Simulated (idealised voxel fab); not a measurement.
This section sets out a process module, namely voxel fin reveal.
Each square cell in cross-section cut measures 5 nm, and the section as a whole is 245 nm wide.
Cross-section, as written here: a square-cell grid given band by band from the top down, where a band holds one or more rows of cells. Top height, bottom height, nm. Materials left to right, width each, nm. Single material + "edge to edge" = fills band edge to edge. "empty" = empty. The reference from which all heights are counted is 0, the level beneath which the as-received wafer is entirely one material; the lowest band, having no lower bound, proceeds downward and is written after the example "top 0, no bottom". A width given as "30->40" starts at the first number in the band's top row and ends at the second number in its bottom row, shifting by an equal amount at every step from row to row. Any step labelled "no change" changed none of the cells in the cross-section. Entry "Enclosed internal cavities" = empty spaces >= 8 cells with no open way to the top; each as width x height at distance, distance from left edge, all nm. On a step's line, text after the settings is the simulator commenting on that step. A step line may carry the setting "overlay nm", which, for steps involving a mask, states the distance by which the mask lay to the right of its intended position; negative values denote displacement to the left.

-- So here's the lineup of process steps we planned
step 1: RECEIVE (material Si)
step 2: CONFORMAL_DEP (material SiN; thk nm 10)
step 3: MASKED_ETCH (tone cover; mask id FINS; width nm 15; pitch nm 40; etch materials SiN; depth nm 10; overlay nm 0)
step 4: MASKED_ETCH (tone cover; mask id FINS; width nm 15; pitch nm 40; etch materials Si; depth nm 35; overlay nm 0)
step 5: OXIDIZE (depth nm 5)
step 6: FILL_DEP (material SiO2; thk nm 15)
step 7: CMP (height nm 10)
step 8: SELECTIVE_ETCH (etch materials SiO2; depth nm 30)
step 9: STRIP (etch materials SiN)

-- Shown in cross-section is the wafer as received, that is, as it stands after step 1
top 0, no bottom  Si edge to edge
Enclosed internal cavities: none

-- Starting structure and process plan are as shown above, but one mistake was made in running the module; the wafer cross-section at the end of the module follows
top 0, bottom -5  100 nm empty | 5 nm Si | 35 nm empty | 5 nm Si | 100 nm empty
top -5, bottom -20  95 nm empty | 15 nm Si | 25 nm empty | 15 nm Si | 95 nm empty
top -20, bottom -40  95 nm SiO2 | 15 nm Si | 25 nm SiO2 | 15 nm Si | 95 nm SiO2
top -40, no bottom  Si edge to edge
Enclosed internal cavities: none
Heads up, the wafer didn't run the way we planned it: step 4 did not happen as planned, as run it was MASKED_ETCH (tone cover; mask id FINS; width nm 25; pitch nm 40; etch materials Si; depth nm 35; overlay nm 0)
